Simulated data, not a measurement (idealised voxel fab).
process module | voxel transistor to metal
cross-section cut | 190 nm wide | cells 5 nm
A cross-section is a grid of square cells, given in bands from the top down. A band is one or more rows of cells.
Each band's line starts with the height of the band's top and of its bottom, in nm. Then come its materials from left to right, each with its width in nm. One material with "throughout" fills the band from edge to edge. "air" is empty space.
Height 0 is the level under which the wafer as received is all one material. The lowest band goes on downwards, as in "0 down".
A width such as "30 to 40" changes by the same amount from each row of cells to the next, from the band's top row to its bottom row.
"no change" after a step means that no cell of the cross-section changed.
closed voids: empty space of 8 cells or more with no open way to the top, each as width x height at its distance from the left edge, in nm
after a step's settings: what the simulator itself notes on the step
overlay nm, on a step with a mask: how far to the right of its planned place the mask lay; to the left if negative
plan
1 op RECEIVE | material Si
2 op OXIDIZE | depth nm 5
3 op CONFORMAL_DEP | material SiN | thk nm 15
4 op PATTERN | tone cover | mask id ACTIVE | material resist | width nm 105 | thk nm 20 | overlay nm 0
5 op DIRECTIONAL_ETCH | etch materials SiN | depth nm 15
6 op DIRECTIONAL_ETCH | etch materials SiO2 | depth nm 5
7 op DIRECTIONAL_ETCH | etch materials Si | depth nm 30
8 op STRIP | etch materials resist
9 op FILL_DEP | material SiO2 | thk nm 10
10 op CMP | height nm 15
11 op SELECTIVE_ETCH | etch materials SiO2 | depth nm 5
12 op STRIP | etch materials SiN
13 op SELECTIVE_ETCH | etch materials SiO2 | depth nm 5
14 op OXIDIZE | depth nm 5
15 op DIRECTIONAL_DEP | material polySi | thk nm 30
16 op DIRECTIONAL_DEP | material SiCN | thk nm 15
17 op DIRECTIONAL_DEP | material aC | thk nm 10
18 op PATTERN | tone cover | mask id GATE | material resist | width nm 35 | thk nm 25 | overlay nm 0
19 op DIRECTIONAL_ETCH | etch materials aC | depth nm 10
20 op STRIP | etch materials resist
21 op DIRECTIONAL_ETCH | etch materials SiCN | depth nm 25
22 op DIRECTIONAL_ETCH | etch materials polySi | depth nm 40
23 op STRIP | etch materials aC
24 op CONFORMAL_DEP | material SiO2 | thk nm 5
25 op DIRECTIONAL_ETCH | etch materials SiO2 | depth nm 5
26 op CONFORMAL_DEP | material SiN | thk nm 10
27 op DIRECTIONAL_ETCH | etch materials SiN | depth nm 10
28 op DIRECTIONAL_ETCH | etch materials SiO2 | depth nm 5
29 op DIRECTIONAL_ETCH | etch materials Si | depth nm 10
30 op EPI | material pSi | thk nm 15
31 op FILL_DEP | material SiO2 | thk nm 10
32 op CMP | height nm 25
33 op STRIP | etch materials polySi
34 op SELECTIVE_ETCH | etch materials SiO2 | depth nm 5
35 op CONFORMAL_DEP | material HfO2 | thk nm 5
36 op CONFORMAL_DEP | material TiN | thk nm 5
37 op FILL_DEP | material W | thk nm 10
38 op CMP | height nm 20
39 op DIRECTIONAL_DEP | material SiO2 | thk nm 10
40 op MASKED_ETCH | tone open | mask id CONTACT | width nm 15 | pitch nm 80 | etch materials SiO2 | depth nm 25 | overlay nm 0
41 op CONFORMAL_DEP | material TiN | thk nm 5
42 op FILL_DEP | material Ru | thk nm 5
43 op CMP | height nm 30
44 op DIRECTIONAL_DEP | material TiN | thk nm 5
45 op DIRECTIONAL_DEP | material W | thk nm 15
46 op DIRECTIONAL_DEP | material aC | thk nm 10
47 op PATTERN | tone cover | mask id METAL_1 | material resist | width nm 15 | pitch nm 80 | thk nm 25 | overlay nm 0
48 op DIRECTIONAL_ETCH | etch materials aC | depth nm 10
49 op STRIP | etch materials resist
50 op DIRECTIONAL_ETCH | etch materials W | depth nm 15
51 op DIRECTIONAL_ETCH | etch materials TiN | depth nm 5
52 op STRIP | etch materials aC
53 op FILL_DEP | material lowk | thk nm 5
54 op CMP | height nm 50
55 op CONFORMAL_DEP | material SiCN | thk nm 5
as received, after step 1
  0 down: Si throughout
  closed voids: none
first wafer at the end, as planned
  55 to 50: SiCN throughout
  50 to 35: lowk 45 | W 15 | lowk 65 | W 15 | lowk 50
  35 to 30: lowk 45 | TiN 15 | lowk 65 | TiN 15 | lowk 50
  30 to 20: SiO2 45 | TiN 5 | Ru 5 | TiN 5 | SiO2 65 | TiN 5 | Ru 5 | TiN 5 | SiO2 50
  20 to 10: SiO2 45 | TiN 5 | Ru 5 | TiN 5 | SiN 10 | HfO2 5 | TiN 5 | W 25 | TiN 5 | HfO2 5 | SiN 10 | TiN 5 | Ru 5 | TiN 5 | SiO2 50
  10 to 5: SiO2 45 | TiN 15 | SiN 10 | HfO2 5 | TiN 5 | W 25 | TiN 5 | HfO2 5 | SiN 10 | TiN 15 | SiO2 50
  5 to 0: SiO2 40 | SiN 10 | pSi 10 | SiN 10 | HfO2 5 | TiN 5 | W 25 | TiN 5 | HfO2 5 | SiN 10 | pSi 10 | SiN 10 | SiO2 45
  0 to -5: SiO2 40 | SiN 10 | pSi 10 | SiN 10 | HfO2 5 | TiN 35 | HfO2 5 | SiN 10 | pSi 10 | SiN 10 | SiO2 45
  -5 to -10: SiO2 50 | pSi 10 | SiO2 10 | HfO2 45 | SiO2 10 | pSi 10 | SiO2 55
  -10 to -20: SiO2 40 | Si 10 | pSi 10 | Si 65 | pSi 10 | Si 10 | SiO2 45
  -20 to -35: SiO2 40 | Si 105 | SiO2 45
  -35 down: Si throughout
  closed voids: none
second wafer at the end: like start, like plan, one mistake
  55 to 50: SiCN throughout
  50 to 35: lowk 45 | W 15 | lowk 65 | W 15 | lowk 50
  35 to 30: lowk 45 | TiN 15 | lowk 65 | TiN 15 | lowk 50
  30 to 25: SiO2 40 | TiN 5 | Ru 5 | TiN 5 | SiO2 65 | TiN 5 | Ru 5 | TiN 5 | SiO2 55
  25 to 20: SiO2 40 | TiN 5 | Ru 5 | TiN 5 | SiO2 65 | TiN 15 | SiO2 55
  20 to 10: SiO2 40 | TiN 5 | Ru 5 | TiN 5 | SiO2 5 | SiN 10 | HfO2 5 | TiN 5 | W 25 | TiN 5 | HfO2 5 | SiN 10 | TiN 10 | SiO2 55
  10 to 5: SiO2 40 | TiN 15 | SiO2 5 | SiN 10 | HfO2 5 | TiN 5 | W 25 | TiN 5 | HfO2 5 | SiN 10 | TiN 10 | SiO2 55
  5 to 0: SiO2 40 | SiN 10 | pSi 10 | SiN 10 | HfO2 5 | TiN 5 | W 25 | TiN 5 | HfO2 5 | SiN 10 | pSi 10 | SiN 10 | SiO2 45
  0 to -5: SiO2 40 | SiN 10 | pSi 10 | SiN 10 | HfO2 5 | TiN 35 | HfO2 5 | SiN 10 | pSi 10 | SiN 10 | SiO2 45
  -5 to -10: SiO2 50 | pSi 10 | SiO2 10 | HfO2 45 | SiO2 10 | pSi 10 | SiO2 55
  -10 to -20: SiO2 40 | Si 10 | pSi 10 | Si 65 | pSi 10 | Si 10 | SiO2 45
  -20 to -35: SiO2 40 | Si 105 | SiO2 45
  -35 down: Si throughout
  closed voids: none
what went wrong: step 40 ran as: op MASKED_ETCH | tone open | mask id CONTACT | width nm 15 | pitch nm 80 | etch materials SiO2 | depth nm 25 | overlay nm -5
at the end the second wafer has, in cells: 3 fewer of Ru | 3 more of SiO2
